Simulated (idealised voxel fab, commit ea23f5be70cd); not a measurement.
process module | voxel local oxidation
cross-section cut | 230 nm wide | cells 5 nm
A cross-section is a grid of square cells, given in bands from the top down. A band is one or more rows of cells.
Each band's line starts with the height of the band's top and of its bottom, in nm. Then come its materials from left to right, each with its width in nm. One material with "throughout" fills the band from edge to edge. "air" is empty space.
Height 0 is the level under which the wafer as received is all one material. The lowest band goes on downwards, as in "0 down".
A width such as "30 to 40" changes by the same amount from each row of cells to the next, from the band's top row to its bottom row.
"no change" after a step means that no cell of the cross-section changed.
closed voids: empty space of 8 cells or more with no open way to the top, each as width x height at its distance from the left edge, in nm
after a step's settings: what the simulator itself notes on the step
overlay nm, on a step with a mask: how far to the right of its planned place the mask lay; to the left if negative
plan
1 op RECEIVE | material Si
2 op CONFORMAL_DEP | material SiO2 | thk nm 5
3 op CONFORMAL_DEP | material SiN | thk nm 10
4 op PATTERN | tone cover | mask id ACTIVE | material resist | width nm 110 | thk nm 20 | overlay nm 0
5 op DIRECTIONAL_ETCH | etch materials SiN | depth nm 10
6 op STRIP | etch materials resist
7 op SELECTIVE_ETCH | etch materials SiO2 | depth nm 5
8 op OXIDIZE | depth nm 10
9 op STRIP | etch materials SiN
varied across the wafers: depth nm of step 7. The plan shows the first wafer's value. All wafers start alike
first wafer as received, after step 1
  0 down: Si throughout
  closed voids: none
first wafer at the end, after step 9
  5 to 0: air 65 | SiO2 100 | air 65
  0 to -10: SiO2 75 | Si 80 | SiO2 75
  -10 down: Si throughout
  closed voids: none
last wafer at the end
  5 to 0: air 80 | SiO2 70 | air 80
  0 to -10: SiO2 90 | Si 50 | SiO2 90
  -10 down: Si throughout
  closed voids: none
each wafer at the end: cells of each material gained (+) or lost (-) since it was received, then its closed voids
depth nm 5 | -60 Si | +80 SiO2 | closed voids: none
depth nm 10 | -64 Si | +82 SiO2 | closed voids: none
depth nm 15 | -68 Si | +84 SiO2 | closed voids: none
depth nm 20 | -72 Si | +86 SiO2 | closed voids: none
